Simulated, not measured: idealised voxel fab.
The process module presented herein is designated voxel transistor to metal.
Cross-section cut spans 165 nm and uses square cells 5 nm in size.
For the purposes of this document, a cross-section shall be understood as a grid of square cells, specified as bands listed in top-to-bottom order, each band consisting of one or more rows of cells. The band entry comprises the height of the band's top followed by the height of its bottom, expressed in nm, and subsequently the band's materials from left to right, each stated together with its width in nm. Where a single material is marked with the word "everywhere", that material fills the band from edge to edge. The word "air" represents empty space. The reference from which all heights are counted is 0, the level beneath which the as-received wafer is entirely one material; the lowest band, having no lower bound, proceeds downward and is written after the example "0..down". A width given as "30->40" starts at the first number in the band's top row and ends at the second number in its bottom row, shifting by an equal amount at every step from row to row. "no change", as given for a step, is the statement that not any cell of the cross-section underwent a change during that step. Basically, "Non-vented voids" tells you about the enclosed voids: empty spaces with no open way to the top, 8 cells or bigger, each written width x height at distance, where distance is from the left edge, all in nm. Anything after a step's settings on that line? It's the simulator's own note about the step. "overlay nm" denotes, for a step that has a mask, the displacement of the mask to the right of its planned place, with negative values corresponding to the left. Pairs follow: section before one process step, section after it down to the lowest changed band, step with settings underneath. Pairs may come from different runs of this module on the same starting wafer; continuity with the pair above only as stated in the "Pre-step view" entry.

### Pre-step view
	90..85  Ru everywhere
	85..80  TiN: 40, Ru: 5, TiN: 75, Ru: 5, TiN: 40
	80..55  lowk: 35, TiN: 5, Ru: 5, TiN: 5, lowk: 65, TiN: 5, Ru: 5, TiN: 5, lowk: 35
	55..50  SiCN: 35, TiN: 15, SiCN: 65, TiN: 15, SiCN: 35
	50..30  SiO2: 35, TiN: 5, Cu: 5, TiN: 5, SiO2: 65, TiN: 5, Cu: 5, TiN: 5, SiO2: 35
	30..25  SiCN: 35, TiN: 15, SiCN: 65, TiN: 15, SiCN: 35
	25..20  SiO2: 35, TiN: 5, W: 5, TiN: 5, SiO2: 65, TiN: 5, W: 5, TiN: 5, SiO2: 35
	20..15  SiO2: 35, TiN: 5, W: 5, TiN: 5, SiO2: 65, TiN: 15, SiO2: 35
	15..10  SiO2: 35, TiN: 5, W: 5, TiN: 5, SiO2: 5, SiN: 10, HfO2: 5, TiN: 5, W: 25, TiN: 5, HfO2: 5, SiN: 10, TiN: 10, SiO2: 35
	10..5  SiO2: 35, TiN: 15, SiO2: 5, SiN: 10, HfO2: 5, TiN: 5, W: 25, TiN: 5, HfO2: 5, SiN: 10, TiN: 10, SiO2: 35
	5..0  SiO2: 30, SiN: 10, nSi: 15, SiN: 10, HfO2: 5, TiN: 35, HfO2: 5, SiN: 10, nSi: 5, SiN: 10, SiO2: 30
	0..-5  SiO2: 40, nSi: 15, SiO2: 10, HfO2: 45, SiO2: 10, nSi: 5, SiO2: 40
	-5..-10  SiO2: 30, Si: 10, nSi: 15, Si: 65, nSi: 5, Si: 10, SiO2: 30
	-10..-25  SiO2: 30, Si: 105, SiO2: 30
	-25..down  Si everywhere
	Non-vented voids: none

### Resulting Structure
	80..55  lowk: 35, TiN: 5, Ru: 5, TiN: 5, lowk: 65, TiN: 5, Ru: 5, TiN: 5, lowk: 35
	Whatever lies below 55 is exactly as it was before.
	Non-vented voids: none
Which step turns the before cross-section above into the after cross-section? CMP: height nm 80

Pre-step view: the cross-section after the pair above

### Resulting Structure
	85..80  SiCN everywhere
	Whatever lies below 80 is exactly as it was before.
	Non-vented voids: none
Which step turns the before cross-section above into the after cross-section? CONFORMAL_DEP: material SiCN, thk nm 5

### Pre-step view
	50..30  SiO2: 35, TiN: 5, Cu: 5, TiN: 5, SiO2: 65, TiN: 5, Cu: 5, TiN: 5, SiO2: 35
	30..25  SiCN: 35, TiN: 15, SiCN: 65, TiN: 15, SiCN: 35
	25..15  SiO2: 35, TiN: 5, W: 5, TiN: 5, SiO2: 65, TiN: 5, W: 5, TiN: 5, SiO2: 35
	15..10  SiO2: 35, TiN: 5, W: 5, TiN: 5, SiN: 10, HfO2: 5, TiN: 5, W: 25, TiN: 5, HfO2: 5, SiN: 10, TiN: 5, W: 5, TiN: 5, SiO2: 35
	10..5  SiO2: 35, TiN: 15, SiN: 10, HfO2: 5, TiN: 5, W: 25, TiN: 5, HfO2: 5, SiN: 10, TiN: 15, SiO2: 35
	5..0  SiO2: 30, SiN: 10, nSi: 10, SiN: 10, HfO2: 5, TiN: 35, HfO2: 5, SiN: 10, nSi: 10, SiN: 10, SiO2: 30
	0..-5  SiO2: 40, nSi: 10, SiO2: 10, HfO2: 45, SiO2: 10, nSi: 10, SiO2: 40
	-5..-10  SiO2: 30, Si: 10, nSi: 10, Si: 65, nSi: 10, Si: 10, SiO2: 30
	-10..-25  SiO2: 30, Si: 105, SiO2: 30
	-25..down  Si everywhere
	Non-vented voids: none

### Resulting Structure
	55..50  HfO2 everywhere
	Whatever lies below 50 is exactly as it was before.
	Non-vented voids: none
Which step turns the before cross-section above into the after cross-section? CONFORMAL_DEP: material HfO2, thk nm 5

Pre-step view: the cross-section after the pair above

### Resulting Structure
	80..55  lowk everywhere
	Whatever lies below 55 is exactly as it was before.
	Non-vented voids: none
Which step turns the before cross-section above into the after cross-section? DIRECTIONAL_DEP: material lowk, thk nm 25

Pre-step view: the cross-section after the pair above

### Resulting Structure
	80..65  lowk: 35, air: 15, lowk: 65, air: 15, lowk: 35
	Whatever lies below 65 is exactly as it was before.
	Non-vented voids: none
Which step turns the before cross-section above into the after cross-section? MASKED_ETCH: tone open, mask id METAL_2, width nm 15, pitch nm 80, etch materials lowk, depth nm 15, overlay nm 0

Pre-step view: the cross-section after the pair above

### Resulting Structure
	80..55  lowk: 35, air: 15, lowk: 65, air: 15, lowk: 35
	Whatever lies below 55 is exactly as it was before.
	Non-vented voids: none
Which step turns the before cross-section above into the after cross-section? MASKED_ETCH: tone open, mask id METAL_2_HOLES, width nm 15, pitch nm 80, etch materials lowk, depth nm 10, overlay nm 0

Pre-step view: the cross-section after the pair above

### Resulting Structure
	85..80  TiN: 40, air: 5, TiN: 75, air: 5, TiN: 40
	80..60  lowk: 35, TiN: 5, air: 5, TiN: 5, lowk: 65, TiN: 5, air: 5, TiN: 5, lowk: 35
	60..55  lowk: 35, TiN: 15, lowk: 65, TiN: 15, lowk: 35
	Whatever lies below 55 is exactly as it was before.
	Non-vented voids: none
Which step turns the before cross-section above into the after cross-section? CONFORMAL_DEP: material TiN, thk nm 5

Pre-step view: the cross-section after the pair above

### Resulting Structure
	90..85  Ru everywhere
	85..80  TiN: 40, Ru: 5, TiN: 75, Ru: 5, TiN: 40
	80..60  lowk: 35, TiN: 5, Ru: 5, TiN: 5, lowk: 65, TiN: 5, Ru: 5, TiN: 5, lowk: 35
	Whatever lies below 60 is exactly as it was before.
	Non-vented voids: none
Which step turns the before cross-section above into the after cross-section? FILL_DEP: material Ru, thk nm 5

Pre-step view: the cross-section after the pair above

### Resulting Structure
	80..60  lowk: 35, TiN: 5, Ru: 5, TiN: 5, lowk: 65, TiN: 5, Ru: 5, TiN: 5, lowk: 35
	Whatever lies below 60 is exactly as it was before.
	Non-vented voids: none
Which step turns the before cross-section above into the after cross-section? CMP: height nm 80

Pre-step view: the cross-section after the pair above

### Resulting Structure
	85..80  SiCN everywhere
	Whatever lies below 80 is exactly as it was before.
	Non-vented voids: none
Which step turns the before cross-section above into the after cross-section? CONFORMAL_DEP: material SiCN, thk nm 5

### Pre-step view
	80..55  lowk everywhere
	55..50  SiCN everywhere
	50..30  SiO2: 35, TiN: 5, Cu: 5, TiN: 5, SiO2: 65, TiN: 5, Cu: 5, TiN: 5, SiO2: 35
	30..25  SiCN: 35, TiN: 15, SiCN: 65, TiN: 15, SiCN: 35
	25..15  SiO2: 35, TiN: 5, W: 5, TiN: 5, SiO2: 65, TiN: 5, W: 5, TiN: 5, SiO2: 35
	15..10  SiO2: 35, TiN: 5, W: 5, TiN: 5, SiN: 10, HfO2: 5, TiN: 5, W: 25, TiN: 5, HfO2: 5, SiN: 10, TiN: 5, W: 5, TiN: 5, SiO2: 35
	10..5  SiO2: 35, TiN: 15, SiN: 10, HfO2: 5, TiN: 5, W: 25, TiN: 5, HfO2: 5, SiN: 10, TiN: 15, SiO2: 35
	5..0  SiO2: 30, SiN: 10, nSi: 10, SiN: 10, HfO2: 5, TiN: 35, HfO2: 5, SiN: 10, nSi: 10, SiN: 10, SiO2: 30
	0..-5  SiO2: 40, nSi: 10, SiO2: 10, HfO2: 45, SiO2: 10, nSi: 10, SiO2: 40
	-5..-10  SiO2: 30, Si: 10, nSi: 10, Si: 65, nSi: 10, Si: 10, SiO2: 30
	-10..-25  SiO2: 30, Si: 105, SiO2: 30
	-25..down  Si everywhere
	Non-vented voids: none

### Resulting Structure
	80..65  air: 35, lowk: 15, air: 65, lowk: 15, air: 35
	Whatever lies below 65 is exactly as it was before.
	Non-vented voids: none
Which step turns the before cross-section above into the after cross-section? MASKED_ETCH: tone cover, mask id METAL_2, width nm 15, pitch nm 80, etch materials lowk, depth nm 15, overlay nm 0

Pre-step view: the cross-section after the pair above

### Resulting Structure
	70..65  air: 35, lowk: 15, air: 65, lowk: 15, air: 35
	Whatever lies below 65 is exactly as it was before.
	Non-vented voids: none
Which step turns the before cross-section above into the after cross-section? MASKED_ETCH: tone open, mask id METAL_2_HOLES, width nm 15, pitch nm 80, etch materials lowk, depth nm 10, overlay nm 0

Pre-step view: the cross-section after the pair above

### Resulting Structure
	75..70  air: 30, TiN: 25, air: 55, TiN: 25, air: 30
	70..65  TiN: 35, lowk: 15, TiN: 65, lowk: 15, TiN: 35
	Whatever lies below 65 is exactly as it was before.
	Non-vented voids: none
Which step turns the before cross-section above into the after cross-section? CONFORMAL_DEP: material TiN, thk nm 5

Pre-step view: the cross-section after the pair above

### Resulting Structure
	80..75  Ru everywhere
	75..70  Ru: 30, TiN: 25, Ru: 55, TiN: 25, Ru: 30
	Whatever lies below 70 is exactly as it was before.
	Non-vented voids: none
Which step turns the before cross-section above into the after cross-section? FILL_DEP: material Ru, thk nm 5

Pre-step view: the cross-section after the pair above

### Resulting Structure
	85..80  SiCN everywhere
	Whatever lies below 80 is exactly as it was before.
	Non-vented voids: none
Which step turns the before cross-section above into the after cross-section? CONFORMAL_DEP: material SiCN, thk nm 5
